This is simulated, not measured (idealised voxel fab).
process module | voxel transistor to metal
cross-section cut | 175 nm wide | cells 5 nm
A cross-section is a grid of square cells, given in bands from the top down. A band is one or more rows of cells.
Each band's line starts with the height of the band's top and of its bottom, in nm. Then come its materials from left to right, each with its width in nm. One material with "throughout" fills the band from edge to edge. "air" is empty space.
Height 0 is the level under which the wafer as received is all one material. The lowest band goes on downwards, as in "0 down".
A width such as "30 to 40" changes by the same amount from each row of cells to the next, from the band's top row to its bottom row.
"no change" after a step means that no cell of the cross-section changed.
closed voids: empty space of 8 cells or more with no open way to the top, each as width x height at its distance from the left edge, in nm
after a step's settings: what the simulator itself notes on the step
overlay nm, on a step with a mask: how far to the right of its planned place the mask lay; to the left if negative
plan
1 op RECEIVE | material Si
2 op OXIDIZE | depth nm 5
3 op CONFORMAL_DEP | material SiN | thk nm 15
4 op PATTERN | tone cover | mask id ACTIVE | material resist | width nm 105 | thk nm 15 | overlay nm 0
5 op DIRECTIONAL_ETCH | etch materials SiN | depth nm 15
6 op DIRECTIONAL_ETCH | etch materials SiO2 | depth nm 5
7 op DIRECTIONAL_ETCH | etch materials Si | depth nm 30
8 op STRIP | etch materials resist
9 op OXIDIZE | depth nm 5
10 op FILL_DEP | material SiO2 | thk nm 15
11 op CMP | height nm 15
12 op SELECTIVE_ETCH | etch materials SiO2 | depth nm 5
13 op STRIP | etch materials SiN
14 op SELECTIVE_ETCH | etch materials SiO2 | depth nm 5
15 op OXIDIZE | depth nm 5
16 op DIRECTIONAL_DEP | material polySi | thk nm 30
17 op DIRECTIONAL_DEP | material SiCN | thk nm 10
18 op DIRECTIONAL_DEP | material aC | thk nm 10
19 op PATTERN | tone cover | mask id GATE | material resist | width nm 25 | thk nm 30 | overlay nm 0
20 op DIRECTIONAL_ETCH | etch materials aC | depth nm 10
21 op STRIP | etch materials resist
22 op DIRECTIONAL_ETCH | etch materials SiCN | depth nm 20
23 op DIRECTIONAL_ETCH | etch materials polySi | depth nm 40
24 op STRIP | etch materials aC
25 op CONFORMAL_DEP | material SiN | thk nm 10
26 op DIRECTIONAL_ETCH | etch materials SiN | depth nm 10
27 op DIRECTIONAL_ETCH | etch materials SiO2 | depth nm 5
28 op DIRECTIONAL_ETCH | etch materials Si | depth nm 10
29 op EPI | material SiGe | thk nm 10
30 op FILL_DEP | material SiO2 | thk nm 10
31 op CMP | height nm 25
32 op STRIP | etch materials polySi
33 op SELECTIVE_ETCH | etch materials SiO2 | depth nm 5
34 op CONFORMAL_DEP | material HfO2 | thk nm 5
35 op CONFORMAL_DEP | material TiN | thk nm 5
36 op FILL_DEP | material W | thk nm 5
37 op CMP | height nm 20
38 op DIRECTIONAL_DEP | material SiO2 | thk nm 15
39 op MASKED_ETCH | tone open | mask id CONTACT | width nm 20 | pitch nm 75 | etch materials SiO2 | depth nm 45 | overlay nm 0
40 op CONFORMAL_DEP | material TiN | thk nm 5
41 op FILL_DEP | material Ru | thk nm 5
42 op CMP | height nm 35
43 op DIRECTIONAL_DEP | material TiN | thk nm 5
44 op DIRECTIONAL_DEP | material W | thk nm 25
45 op DIRECTIONAL_DEP | material aC | thk nm 15
46 op PATTERN | tone cover | mask id METAL_1 | material resist | width nm 20 | pitch nm 75 | thk nm 35 | overlay nm 0
47 op DIRECTIONAL_ETCH | etch materials aC | depth nm 15
48 op STRIP | etch materials resist
49 op DIRECTIONAL_ETCH | etch materials W | depth nm 25
50 op DIRECTIONAL_ETCH | etch materials TiN | depth nm 5
51 op STRIP | etch materials aC
52 op FILL_DEP | material SiO2 | thk nm 5
53 op CMP | height nm 65
54 op CONFORMAL_DEP | material SiCN | thk nm 5
55 op DIRECTIONAL_DEP | material lowk | thk nm 30
56 op DIRECTIONAL_DEP | material aC | thk nm 15
57 op PATTERN | tone open | mask id METAL_2 | material resist | width nm 20 | pitch nm 75 | thk nm 30 | overlay nm 0
58 op DIRECTIONAL_ETCH | etch materials aC | depth nm 15
59 op STRIP | etch materials resist
60 op DIRECTIONAL_ETCH | etch materials lowk | depth nm 15
61 op STRIP | etch materials aC
62 op DIRECTIONAL_DEP | material aC | thk nm 15
63 op PATTERN | tone open | mask id METAL_2_HOLES | material resist | width nm 15 | pitch nm 75 | thk nm 30 | overlay nm 0
64 op DIRECTIONAL_ETCH | etch materials aC | depth nm 15
65 op STRIP | etch materials resist
66 op DIRECTIONAL_ETCH | etch materials lowk | depth nm 15
67 op DIRECTIONAL_ETCH | etch materials SiCN | depth nm 5
68 op STRIP | etch materials aC
69 op CONFORMAL_DEP | material TiN | thk nm 5
70 op FILL_DEP | material Cu | thk nm 5
71 op CMP | height nm 100
72 op CONFORMAL_DEP | material SiN | thk nm 5
first wafer, as planned
as received, after step 1
  0 down: Si throughout
  closed voids: none
after step 2
  0 to -5: SiO2 throughout
  below -5: unchanged
after step 3
  15 to 0: SiN throughout
  below 0: unchanged
after step 4
  30 to 15: air 35 | resist 105 | air 35
  below 15: unchanged
after step 5
  30 to 15: air 35 | resist 105 | air 35
  15 to 0: air 35 | SiN 105 | air 35
  below 0: unchanged
after step 6
  30 to 15: air 35 | resist 105 | air 35
  15 to 0: air 35 | SiN 105 | air 35
  0 to -5: air 35 | SiO2 105 | air 35
  below -5: unchanged
after step 7
  30 to 15: air 35 | resist 105 | air 35
  15 to 0: air 35 | SiN 105 | air 35
  0 to -5: air 35 | SiO2 105 | air 35
  -5 to -35: air 35 | Si 105 | air 35
  below -35: unchanged
after step 8
  15 to 0: air 35 | SiN 105 | air 35
  below 0: unchanged
after step 9
  15 to 0: air 35 | SiN 105 | air 35
  0 to -5: air 35 | SiO2 105 | air 35
  -5 to -35: air 35 | SiO2 5 | Si 95 | SiO2 5 | air 35
  -35 to -40: SiO2 40 | Si 95 | SiO2 40
  below -40: unchanged
after step 10
  30 to 15: SiO2 throughout
  15 to 0: SiO2 35 | SiN 105 | SiO2 35
  0 to -5: SiO2 throughout
  -5 to -40: SiO2 40 | Si 95 | SiO2 40
  below -40: unchanged
after step 11
  15 to 0: SiO2 35 | SiN 105 | SiO2 35
  below 0: unchanged
after step 12
  15 to 10: air 35 | SiN 105 | air 35
  below 10: unchanged
after step 13
  10 to 0: SiO2 35 | air 105 | SiO2 35
  below 0: unchanged
after step 14
  5 to -5: SiO2 30 | air 115 | SiO2 30
  below -5: unchanged
after step 15
  5 to -5: SiO2 30 | air 115 | SiO2 30
  -5 to -10: SiO2 throughout
  below -10: unchanged
after step 16
  35 to 25: polySi 30 | air 115 | polySi 30
  25 to 5: polySi throughout
  5 to -5: SiO2 30 | polySi 115 | SiO2 30
  below -5: unchanged
after step 17
  45 to 35: SiCN 30 | air 115 | SiCN 30
  35 to 25: polySi 30 | SiCN 115 | polySi 30
  below 25: unchanged
after step 18
  55 to 45: aC 30 | air 115 | aC 30
  45 to 35: SiCN 30 | aC 115 | SiCN 30
  below 35: unchanged
after step 19
  85 to 55: air 75 | resist 25 | air 75
  55 to 45: aC 30 | air 45 | resist 25 | air 45 | aC 30
  below 45: unchanged
after step 20
  75 to 45: air 75 | resist 25 | air 75
  45 to 35: SiCN 30 | air 45 | aC 25 | air 45 | SiCN 30
  below 35: unchanged
after step 21
  45 to 35: SiCN 30 | air 45 | aC 25 | air 45 | SiCN 30
  below 35: unchanged
after step 22
  45 to 35: air 75 | aC 25 | air 75
  35 to 25: polySi 30 | air 45 | SiCN 25 | air 45 | polySi 30
  below 25: unchanged
after step 23
  45 to 35: air 75 | aC 25 | air 75
  35 to 25: air 75 | SiCN 25 | air 75
  25 to 5: air 75 | polySi 25 | air 75
  5 to -5: SiO2 30 | air 45 | polySi 25 | air 45 | SiO2 30
  below -5: unchanged
after step 24
  35 to 25: air 75 | SiCN 25 | air 75
  below 25: unchanged
after step 25
  45 to 35: air 65 | SiN 45 | air 65
  35 to 25: air 65 | SiN 10 | SiCN 25 | SiN 10 | air 65
  25 to 15: air 65 | SiN 10 | polySi 25 | SiN 10 | air 65
  15 to 5: SiN 40 | air 25 | SiN 10 | polySi 25 | SiN 10 | air 25 | SiN 40
  5 to -5: SiO2 30 | SiN 45 | polySi 25 | SiN 45 | SiO2 30
  below -5: unchanged
after step 26
  35 to 25: air 65 | SiN 10 | SiCN 25 | SiN 10 | air 65
  25 to 5: air 65 | SiN 10 | polySi 25 | SiN 10 | air 65
  5 to -5: SiO2 30 | SiN 10 | air 25 | SiN 10 | polySi 25 | SiN 10 | air 25 | SiN 10 | SiO2 30
  below -5: unchanged
after step 27
  35 to 25: air 65 | SiN 10 | SiCN 25 | SiN 10 | air 65
  25 to 5: air 65 | SiN 10 | polySi 25 | SiN 10 | air 65
  5 to 0: air 30 | SiN 10 | air 25 | SiN 10 | polySi 25 | SiN 10 | air 25 | SiN 10 | air 30
  0 to -5: SiO2 30 | SiN 10 | air 25 | SiN 10 | polySi 25 | SiN 10 | air 25 | SiN 10 | SiO2 30
  -5 to -10: SiO2 40 | air 25 | SiO2 45 | air 25 | SiO2 40
  below -10: unchanged
after step 28
  35 to 25: air 65 | SiN 10 | SiCN 25 | SiN 10 | air 65
  25 to 5: air 65 | SiN 10 | polySi 25 | SiN 10 | air 65
  5 to 0: air 30 | SiN 10 | air 25 | SiN 10 | polySi 25 | SiN 10 | air 25 | SiN 10 | air 30
  0 to -5: SiO2 30 | SiN 10 | air 25 | SiN 10 | polySi 25 | SiN 10 | air 25 | SiN 10 | SiO2 30
  -5 to -10: SiO2 40 | air 25 | SiO2 45 | air 25 | SiO2 40
  -10 to -20: SiO2 40 | air 25 | Si 45 | air 25 | SiO2 40
  below -20: unchanged
after step 29
  35 to 25: air 65 | SiN 10 | SiCN 25 | SiN 10 | air 65
  25 to 5: air 65 | SiN 10 | polySi 25 | SiN 10 | air 65
  5 to 0: air 30 | SiN 10 | air 25 | SiN 10 | polySi 25 | SiN 10 | air 25 | SiN 10 | air 30
  0 to -5: SiO2 30 | SiN 10 | air 15 | SiGe 10 | SiN 10 | polySi 25 | SiN 10 | SiGe 10 | air 15 | SiN 10 | SiO2 30
  -5 to -10: SiO2 40 | air 15 | SiGe 10 | SiO2 45 | SiGe 10 | air 15 | SiO2 40
  -10 to -20: SiO2 40 | SiGe 25 | Si 45 | SiGe 25 | SiO2 40
  below -20: unchanged
after step 30
  45 to 35: SiO2 throughout
  35 to 25: SiO2 65 | SiN 10 | SiCN 25 | SiN 10 | SiO2 65
  25 to 5: SiO2 65 | SiN 10 | polySi 25 | SiN 10 | SiO2 65
  5 to 0: SiO2 30 | SiN 10 | SiO2 25 | SiN 10 | polySi 25 | SiN 10 | SiO2 25 | SiN 10 | SiO2 30
  0 to -5: SiO2 30 | SiN 10 | SiO2 15 | SiGe 10 | SiN 10 | polySi 25 | SiN 10 | SiGe 10 | SiO2 15 | SiN 10 | SiO2 30
  -5 to -10: SiO2 55 | SiGe 10 | SiO2 45 | SiGe 10 | SiO2 55
  below -10: unchanged
after step 31
  25 to 5: SiO2 65 | SiN 10 | polySi 25 | SiN 10 | SiO2 65
  below 5: unchanged
after step 32
  25 to 5: SiO2 65 | SiN 10 | air 25 | SiN 10 | SiO2 65
  5 to 0: SiO2 30 | SiN 10 | SiO2 25 | SiN 10 | air 25 | SiN 10 | SiO2 25 | SiN 10 | SiO2 30
  0 to -5: SiO2 30 | SiN 10 | SiO2 15 | SiGe 10 | SiN 10 | air 25 | SiN 10 | SiGe 10 | SiO2 15 | SiN 10 | SiO2 30
  below -5: unchanged
after step 33
  25 to 20: air 65 | SiN 10 | air 25 | SiN 10 | air 65
  20 to 5: SiO2 65 | SiN 10 | air 25 | SiN 10 | SiO2 65
  5 to 0: SiO2 30 | SiN 10 | SiO2 25 | SiN 10 | air 25 | SiN 10 | SiO2 25 | SiN 10 | SiO2 30
  0 to -5: SiO2 30 | SiN 10 | SiO2 15 | SiGe 10 | SiN 10 | air 25 | SiN 10 | SiGe 10 | SiO2 15 | SiN 10 | SiO2 30
  -5 to -10: SiO2 55 | SiGe 10 | SiO2 5 | air 35 | SiO2 5 | SiGe 10 | SiO2 55
  below -10: unchanged
after step 34
  30 to 25: air 60 | HfO2 20 | air 15 | HfO2 20 | air 60
  25 to 20: HfO2 65 | SiN 10 | HfO2 5 | air 15 | HfO2 5 | SiN 10 | HfO2 65
  20 to 5: SiO2 65 | SiN 10 | HfO2 5 | air 15 | HfO2 5 | SiN 10 | SiO2 65
  5 to 0: SiO2 30 | SiN 10 | SiO2 25 | SiN 10 | HfO2 5 | air 15 | HfO2 5 | SiN 10 | SiO2 25 | SiN 10 | SiO2 30
  0 to -5: SiO2 30 | SiN 10 | SiO2 15 | SiGe 10 | SiN 10 | HfO2 5 | air 15 | HfO2 5 | SiN 10 | SiGe 10 | SiO2 15 | SiN 10 | SiO2 30
  -5 to -10: SiO2 55 | SiGe 10 | SiO2 5 | HfO2 35 | SiO2 5 | SiGe 10 | SiO2 55
  below -10: unchanged
after step 35
  35 to 30: air 55 | TiN 30 | air 5 | TiN 30 | air 55
  30 to 25: TiN 60 | HfO2 20 | TiN 5 | air 5 | TiN 5 | HfO2 20 | TiN 60
  25 to 20: HfO2 65 | SiN 10 | HfO2 5 | TiN 5 | air 5 | TiN 5 | HfO2 5 | SiN 10 | HfO2 65
  20 to 5: SiO2 65 | SiN 10 | HfO2 5 | TiN 5 | air 5 | TiN 5 | HfO2 5 | SiN 10 | SiO2 65
  5 to 0: SiO2 30 | SiN 10 | SiO2 25 | SiN 10 | HfO2 5 | TiN 5 | air 5 | TiN 5 | HfO2 5 | SiN 10 | SiO2 25 | SiN 10 | SiO2 30
  0 to -5: SiO2 30 | SiN 10 | SiO2 15 | SiGe 10 | SiN 10 | HfO2 5 | TiN 15 | HfO2 5 | SiN 10 | SiGe 10 | SiO2 15 | SiN 10 | SiO2 30
  below -5: unchanged
after step 36
  40 to 35: W throughout
  35 to 30: W 55 | TiN 30 | W 5 | TiN 30 | W 55
  30 to 25: TiN 60 | HfO2 20 | TiN 5 | W 5 | TiN 5 | HfO2 20 | TiN 60
  25 to 20: HfO2 65 | SiN 10 | HfO2 5 | TiN 5 | W 5 | TiN 5 | HfO2 5 | SiN 10 | HfO2 65
  20 to 5: SiO2 65 | SiN 10 | HfO2 5 | TiN 5 | W 5 | TiN 5 | HfO2 5 | SiN 10 | SiO2 65
  5 to 0: SiO2 30 | SiN 10 | SiO2 25 | SiN 10 | HfO2 5 | TiN 5 | W 5 | TiN 5 | HfO2 5 | SiN 10 | SiO2 25 | SiN 10 | SiO2 30
  below 0: unchanged
after step 37
  20 to 5: SiO2 65 | SiN 10 | HfO2 5 | TiN 5 | W 5 | TiN 5 | HfO2 5 | SiN 10 | SiO2 65
  below 5: unchanged
after step 38
  35 to 20: SiO2 throughout
  below 20: unchanged
after step 39
  35 to 20: SiO2 40 | air 20 | SiO2 55 | air 20 | SiO2 40
  20 to 5: SiO2 40 | air 20 | SiO2 5 | SiN 10 | HfO2 5 | TiN 5 | W 5 | TiN 5 | HfO2 5 | SiN 10 | SiO2 5 | air 20 | SiO2 40
  5 to 0: SiO2 30 | SiN 10 | air 20 | SiO2 5 | SiN 10 | HfO2 5 | TiN 5 | W 5 | TiN 5 | HfO2 5 | SiN 10 | SiO2 5 | air 20 | SiN 10 | SiO2 30
  0 to -5: SiO2 30 | SiN 10 | air 15 | SiGe 10 | SiN 10 | HfO2 5 | TiN 15 | HfO2 5 | SiN 10 | SiGe 10 | air 15 | SiN 10 | SiO2 30
  -5 to -10: SiO2 40 | air 15 | SiGe 10 | SiO2 5 | HfO2 35 | SiO2 5 | SiGe 10 | air 15 | SiO2 40
  below -10: unchanged
after step 40
  40 to 35: TiN 45 | air 10 | TiN 65 | air 10 | TiN 45
  35 to 20: SiO2 40 | TiN 5 | air 10 | TiN 5 | SiO2 55 | TiN 5 | air 10 | TiN 5 | SiO2 40
  20 to 5: SiO2 40 | TiN 5 | air 10 | TiN 5 | SiO2 5 | SiN 10 | HfO2 5 | TiN 5 | W 5 | TiN 5 | HfO2 5 | SiN 10 | SiO2 5 | TiN 5 | air 10 | TiN 5 | SiO2 40
  5 to 0: SiO2 30 | SiN 10 | TiN 5 | air 5 | TiN 10 | SiO2 5 | SiN 10 | HfO2 5 | TiN 5 | W 5 | TiN 5 | HfO2 5 | SiN 10 | SiO2 5 | TiN 10 | air 5 | TiN 5 | SiN 10 | SiO2 30
  0 to -5: SiO2 30 | SiN 10 | TiN 5 | air 5 | TiN 5 | SiGe 10 | SiN 10 | HfO2 5 | TiN 15 | HfO2 5 | SiN 10 | SiGe 10 | TiN 5 | air 5 | TiN 5 | SiN 10 | SiO2 30
  -5 to -10: SiO2 40 | TiN 15 | SiGe 10 | SiO2 5 | HfO2 35 | SiO2 5 | SiGe 10 | TiN 15 | SiO2 40
  below -10: unchanged
after step 41
  45 to 40: Ru throughout
  40 to 35: TiN 45 | Ru 10 | TiN 65 | Ru 10 | TiN 45
  35 to 20: SiO2 40 | TiN 5 | Ru 10 | TiN 5 | SiO2 55 | TiN 5 | Ru 10 | TiN 5 | SiO2 40
  20 to 5: SiO2 40 | TiN 5 | Ru 10 | TiN 5 | SiO2 5 | SiN 10 | HfO2 5 | TiN 5 | W 5 | TiN 5 | HfO2 5 | SiN 10 | SiO2 5 | TiN 5 | Ru 10 | TiN 5 | SiO2 40
  5 to 0: SiO2 30 | SiN 10 | TiN 5 | Ru 5 | TiN 10 | SiO2 5 | SiN 10 | HfO2 5 | TiN 5 | W 5 | TiN 5 | HfO2 5 | SiN 10 | SiO2 5 | TiN 10 | Ru 5 | TiN 5 | SiN 10 | SiO2 30
  0 to -5: SiO2 30 | SiN 10 | TiN 5 | Ru 5 | TiN 5 | SiGe 10 | SiN 10 | HfO2 5 | TiN 15 | HfO2 5 | SiN 10 | SiGe 10 | TiN 5 | Ru 5 | TiN 5 | SiN 10 | SiO2 30
  below -5: unchanged
after step 42
  35 to 20: SiO2 40 | TiN 5 | Ru 10 | TiN 5 | SiO2 55 | TiN 5 | Ru 10 | TiN 5 | SiO2 40
  below 20: unchanged
after step 43
  40 to 35: TiN throughout
  below 35: unchanged
after step 44
  65 to 40: W throughout
  below 40: unchanged
after step 45
  80 to 65: aC throughout
  below 65: unchanged
after step 46
  115 to 80: air 40 | resist 20 | air 55 | resist 20 | air 40
  below 80: unchanged
after step 47
  100 to 80: air 40 | resist 20 | air 55 | resist 20 | air 40
  80 to 65: air 40 | aC 20 | air 55 | aC 20 | air 40
  below 65: unchanged
after step 48
  80 to 65: air 40 | aC 20 | air 55 | aC 20 | air 40
  below 65: unchanged
after step 49
  80 to 65: air 40 | aC 20 | air 55 | aC 20 | air 40
  65 to 40: air 40 | W 20 | air 55 | W 20 | air 40
  below 40: unchanged
after step 50
  80 to 65: air 40 | aC 20 | air 55 | aC 20 | air 40
  65 to 40: air 40 | W 20 | air 55 | W 20 | air 40
  40 to 35: air 40 | TiN 20 | air 55 | TiN 20 | air 40
  below 35: unchanged
after step 51
  65 to 40: air 40 | W 20 | air 55 | W 20 | air 40
  below 40: unchanged
after step 52
  70 to 65: SiO2 throughout
  65 to 40: SiO2 40 | W 20 | SiO2 55 | W 20 | SiO2 40
  40 to 35: SiO2 40 | TiN 20 | SiO2 55 | TiN 20 | SiO2 40
  below 35: unchanged
after step 53
  65 to 40: SiO2 40 | W 20 | SiO2 55 | W 20 | SiO2 40
  below 40: unchanged
after step 54
  70 to 65: SiCN throughout
  below 65: unchanged
after step 55
  100 to 70: lowk throughout
  below 70: unchanged
after step 56
  115 to 100: aC throughout
  below 100: unchanged
after step 57
  145 to 115: resist 40 | air 20 | resist 55 | air 20 | resist 40
  below 115: unchanged
after step 58
  130 to 115: resist 40 | air 20 | resist 55 | air 20 | resist 40
  115 to 100: aC 40 | air 20 | aC 55 | air 20 | aC 40
  below 100: unchanged
after step 59
  115 to 100: aC 40 | air 20 | aC 55 | air 20 | aC 40
  below 100: unchanged
after step 60
  115 to 100: aC 40 | air 20 | aC 55 | air 20 | aC 40
  100 to 85: lowk 40 | air 20 | lowk 55 | air 20 | lowk 40
  below 85: unchanged
after step 61
  100 to 85: lowk 40 | air 20 | lowk 55 | air 20 | lowk 40
  below 85: unchanged
after step 62
  115 to 100: aC 40 | air 20 | aC 55 | air 20 | aC 40
  100 to 85: lowk 40 | aC 20 | lowk 55 | aC 20 | lowk 40
  below 85: unchanged
after step 63
  145 to 115: resist 40 | air 15 | resist 60 | air 15 | resist 45
  115 to 100: aC 40 | air 15 | resist 5 | aC 55 | air 15 | resist 5 | aC 40
  below 100: unchanged
after step 64
  130 to 115: resist 40 | air 15 | resist 60 | air 15 | resist 45
  115 to 100: aC 40 | air 15 | resist 5 | aC 55 | air 15 | resist 5 | aC 40
  100 to 85: lowk 40 | air 15 | aC 5 | lowk 55 | air 15 | aC 5 | lowk 40
  below 85: unchanged
after step 65
  115 to 100: aC 40 | air 20 | aC 55 | air 20 | aC 40
  below 100: unchanged
after step 66
  115 to 100: aC 40 | air 20 | aC 55 | air 20 | aC 40
  100 to 85: lowk 40 | air 15 | aC 5 | lowk 55 | air 15 | aC 5 | lowk 40
  85 to 70: lowk 40 | air 15 | lowk 60 | air 15 | lowk 45
  below 70: unchanged
after step 67
  115 to 100: aC 40 | air 20 | aC 55 | air 20 | aC 40
  100 to 85: lowk 40 | air 15 | aC 5 | lowk 55 | air 15 | aC 5 | lowk 40
  85 to 70: lowk 40 | air 15 | lowk 60 | air 15 | lowk 45
  70 to 65: SiCN 40 | air 15 | SiCN 60 | air 15 | SiCN 45
  below 65: unchanged
after step 68
  100 to 85: lowk 40 | air 20 | lowk 55 | air 20 | lowk 40
  below 85: unchanged
after step 69
  105 to 100: TiN 45 | air 10 | TiN 65 | air 10 | TiN 45
  100 to 90: lowk 40 | TiN 5 | air 10 | TiN 5 | lowk 55 | TiN 5 | air 10 | TiN 5 | lowk 40
  90 to 85: lowk 40 | TiN 5 | air 5 | TiN 10 | lowk 55 | TiN 5 | air 5 | TiN 10 | lowk 40
  85 to 70: lowk 40 | TiN 5 | air 5 | TiN 5 | lowk 60 | TiN 5 | air 5 | TiN 5 | lowk 45
  70 to 65: SiCN 40 | TiN 15 | SiCN 60 | TiN 15 | SiCN 45
  below 65: unchanged
after step 70
  110 to 105: Cu throughout
  105 to 100: TiN 45 | Cu 10 | TiN 65 | Cu 10 | TiN 45
  100 to 90: lowk 40 | TiN 5 | Cu 10 | TiN 5 | lowk 55 | TiN 5 | Cu 10 | TiN 5 | lowk 40
  90 to 85: lowk 40 | TiN 5 | Cu 5 | TiN 10 | lowk 55 | TiN 5 | Cu 5 | TiN 10 | lowk 40
  85 to 70: lowk 40 | TiN 5 | Cu 5 | TiN 5 | lowk 60 | TiN 5 | Cu 5 | TiN 5 | lowk 45
  below 70: unchanged
after step 71
  100 to 90: lowk 40 | TiN 5 | Cu 10 | TiN 5 | lowk 55 | TiN 5 | Cu 10 | TiN 5 | lowk 40
  below 90: unchanged
after step 72
  105 to 100: SiN throughout
  below 100: unchanged
second wafer: like start, like plan, one mistake. Through step 56 it matches the first wafer
when step 57 should have ended
  145 to 115: resist 45 | air 20 | resist 55 | air 20 | resist 35
  below 115: unchanged
when step 58 should have ended
  130 to 115: resist 45 | air 20 | resist 55 | air 20 | resist 35
  115 to 100: aC 45 | air 20 | aC 55 | air 20 | aC 35
  below 100: unchanged
when step 59 should have ended
  115 to 100: aC 45 | air 20 | aC 55 | air 20 | aC 35
  below 100: unchanged
when step 60 should have ended
  115 to 100: aC 45 | air 20 | aC 55 | air 20 | aC 35
  100 to 85: lowk 45 | air 20 | lowk 55 | air 20 | lowk 35
  below 85: unchanged
when step 61 should have ended
  100 to 85: lowk 45 | air 20 | lowk 55 | air 20 | lowk 35
  below 85: unchanged
when step 62 should have ended
  115 to 100: aC 45 | air 20 | aC 55 | air 20 | aC 35
  100 to 85: lowk 45 | aC 20 | lowk 55 | aC 20 | lowk 35
  below 85: unchanged
when step 63 should have ended
  145 to 115: resist 40 | air 15 | resist 60 | air 15 | resist 45
  115 to 100: aC 45 | air 10 | resist 10 | aC 55 | air 10 | resist 10 | aC 35
  below 100: unchanged
when step 64 should have ended
  130 to 115: resist 40 | air 15 | resist 60 | air 15 | resist 45
  115 to 100: aC 40 | air 15 | resist 10 | aC 50 | air 15 | resist 10 | aC 35
  100 to 85: lowk 45 | air 10 | aC 10 | lowk 55 | air 10 | aC 10 | lowk 35
  below 85: unchanged
when step 65 should have ended
  115 to 100: aC 40 | air 25 | aC 50 | air 25 | aC 35
  below 100: unchanged
when step 66 should have ended
  115 to 100: aC 40 | air 25 | aC 50 | air 25 | aC 35
  100 to 85: lowk 40 | air 15 | aC 10 | lowk 50 | air 15 | aC 10 | lowk 35
  85 to 70: lowk 45 | air 10 | lowk 65 | air 10 | lowk 45
  below 70: unchanged
when step 67 should have ended
  115 to 100: aC 40 | air 25 | aC 50 | air 25 | aC 35
  100 to 85: lowk 40 | air 15 | aC 10 | lowk 50 | air 15 | aC 10 | lowk 35
  85 to 70: lowk 45 | air 10 | lowk 65 | air 10 | lowk 45
  70 to 65: SiCN 45 | air 10 | SiCN 65 | air 10 | SiCN 45
  below 65: unchanged
when step 68 should have ended
  100 to 85: lowk 40 | air 25 | lowk 50 | air 25 | lowk 35
  below 85: unchanged
when step 69 should have ended
  105 to 100: TiN 45 | air 15 | TiN 60 | air 15 | TiN 40
  100 to 90: lowk 40 | TiN 5 | air 15 | TiN 5 | lowk 50 | TiN 5 | air 15 | TiN 5 | lowk 35
  90 to 85: lowk 40 | TiN 25 | lowk 50 | TiN 25 | lowk 35
  85 to 70: lowk 45 | TiN 10 | lowk 65 | TiN 10 | lowk 45
  70 to 65: SiCN 45 | TiN 10 | SiCN 65 | TiN 10 | SiCN 45
  below 65: unchanged
when step 70 should have ended
  110 to 105: Cu throughout
  105 to 100: TiN 45 | Cu 15 | TiN 60 | Cu 15 | TiN 40
  100 to 90: lowk 40 | TiN 5 | Cu 15 | TiN 5 | lowk 50 | TiN 5 | Cu 15 | TiN 5 | lowk 35
  below 90: unchanged
when step 71 should have ended
  100 to 90: lowk 40 | TiN 5 | Cu 15 | TiN 5 | lowk 50 | TiN 5 | Cu 15 | TiN 5 | lowk 35
  below 90: unchanged
when step 72 should have ended
  105 to 100: SiN throughout
  below 100: unchanged
what went wrong: step 57 ran as: op PATTERN | tone open | mask id METAL_2 | material resist | width nm 20 | pitch nm 75 | thk nm 30 | overlay nm 5
at the end the second wafer has, in cells: 4 fewer of Cu | 2 more of SiCN | 2 more of TiN
